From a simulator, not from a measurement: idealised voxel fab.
Proc. module: voxel self aligned vias
Square cell edge 5 nm, section width 285 nm, ID cut.
Just so we're on the same page, the cross-sections are grids of square cells, and they're listed out in bands top to bottom, each band one or more rows deep.
What a band's entry tells you: where the top is and where the bottom is, as heights in nm, and after that what lies inside, material by material from left to right, each with its width in nm. Empty space is written as the word "blank", and a single material marked with the word "edge to edge" occupies the band from edge to edge.
Height reference: 0 = level under which incoming wafer is all one material. Lowest band: no bottom, runs on downward, e.g. "0 and below".
A width given as "30 to 40" starts at the first number in the band's top row and ends at the second number in its bottom row, shifting by an equal amount at every step from row to row.
Reading "nothing got changed" for a step: not a cell of the cross-section changed in it.
If an empty space has no open way to the top and is at least 8 cells in size, "Closed void roster" lists it, written width x height at distance, where distance is measured from the left edge and every value is in nm.
Whatever follows a step's settings on its line is a remark the simulator itself makes about that step.
overlay nm: mask offset rightward from planned place, masked step; negative means leftward offset.

PROCESS STEPS FORESEEN IN THE PLAN
1 RECEIVE with material Si
2 CONFORMAL_DEP with material SiO2, thk nm 15
3 CONFORMAL_DEP with material SiCN, thk nm 5
4 DIRECTIONAL_DEP with material SiO2, thk nm 20
5 DIRECTIONAL_DEP with material aC, thk nm 15
6 PATTERN with tone open, mask id LINES, material resist, width nm 20, pitch nm 55, thk nm 30, overlay nm 0
7 DIRECTIONAL_ETCH with etch materials aC, depth nm 15
8 STRIP with etch materials resist
9 DIRECTIONAL_ETCH with etch materials SiO2, depth nm 10
10 STRIP with etch materials aC
11 CONFORMAL_DEP with material TiN, thk nm 5
12 FILL_DEP with material Ru, thk nm 5
13 CMP with height nm 40
14 SELECTIVE_ETCH with etch materials W Ru TiN, depth nm 10
15 FILL_DEP with material SiN, thk nm 10
16 CMP with height nm 40
17 DIRECTIONAL_DEP with material SiO2, thk nm 20
18 PATTERN with tone open, mask id VIAS, material resist, width nm 30, thk nm 15, overlay nm 0
19 DIRECTIONAL_ETCH with etch materials SiO2, depth nm 20
20 DIRECTIONAL_ETCH with etch materials SiN, depth nm 10
21 STRIP with etch materials resist
22 CONFORMAL_DEP with material TiN, thk nm 5
23 FILL_DEP with material Cu, thk nm 5
24 CMP with height nm 60
25 CONFORMAL_DEP with material SiCN, thk nm 5
Where the wafers of this document differ is in the depth nm of step 9; they start out the same, and the plan states the value that applied to the first wafer.

THE FIRST OF SEVERAL WAFERS, AS RECEIVED AFTER STEP 1, SEEN IN SECTION
0 and below = Si edge to edge
Closed void roster: none

CROSS-SECTION OF THE FIRST OF SEVERAL WAFERS ONCE THE MODULE HAS RUN THROUGH ITS LAST STEP, STEP 25
65 down to 60 = SiCN edge to edge
60 down to 45 = SiO2 (100); TiN (5); Cu (20); TiN (5); SiO2 (155)
45 down to 40 = SiO2 (100); TiN (10); Cu (10); TiN (10); SiO2 (155)
40 down to 35 = SiO2 (105); TiN (5); Cu (10); TiN (5); SiO2 (35); SiN (20); SiO2 (105)
35 down to 30 = SiO2 (105); TiN (20); SiO2 (35); SiN (20); SiO2 (105)
30 down to 20 = SiO2 edge to edge
20 down to 15 = SiCN edge to edge
15 down to 0 = SiO2 edge to edge
0 and below = Si edge to edge
Closed void roster: none

CROSS-SECTION, MODULE END, FINAL OF SEVERAL WAFERS
65 down to 60 = SiCN edge to edge
60 down to 45 = SiO2 (100); TiN (5); Cu (20); TiN (5); SiO2 (155)
45 down to 40 = SiO2 (100); TiN (10); Cu (10); TiN (10); SiO2 (155)
40 down to 35 = SiO2 (105); TiN (5); Cu (10); TiN (5); SiO2 (35); SiN (20); SiO2 (105)
35 down to 30 = SiO2 (105); TiN (20); SiO2 (35); SiN (20); SiO2 (105)
30 down to 25 = SiO2 (105); TiN (5); Ru (10); TiN (5); SiO2 (35); TiN (5); Ru (10); TiN (5); SiO2 (105)
25 down to 20 = SiO2 (105); TiN (20); SiO2 (35); TiN (20); SiO2 (105)
20 down to 15 = SiCN edge to edge
15 down to 0 = SiO2 edge to edge
0 and below = Si edge to edge
Closed void roster: none

EACH WAFER AT THE END: CELLS OF EACH MATERIAL GAINED (+) OR LOST (-) SINCE IT WAS RECEIVED, THEN ITS CLOSED VOIDS
depth nm 10; +16 Cu; +114 SiCN; +8 SiN; +587 SiO2; +16 TiN; Closed void roster: none
depth nm 15; +16 Cu; +114 SiCN; +8 SiN; +579 SiO2; +24 TiN; Closed void roster: none
depth nm 20; +16 Cu; +4 Ru; +114 SiCN; +8 SiN; +571 SiO2; +28 TiN; Closed void roster: none
depth nm 25; +16 Cu; +4 Ru; +114 SiCN; +8 SiN; +571 SiO2; +28 TiN; Closed void roster: none
depth nm 30; +16 Cu; +4 Ru; +114 SiCN; +8 SiN; +571 SiO2; +28 TiN; Closed void roster: none
depth nm 35; +16 Cu; +4 Ru; +114 SiCN; +8 SiN; +571 SiO2; +28 TiN; Closed void roster: none
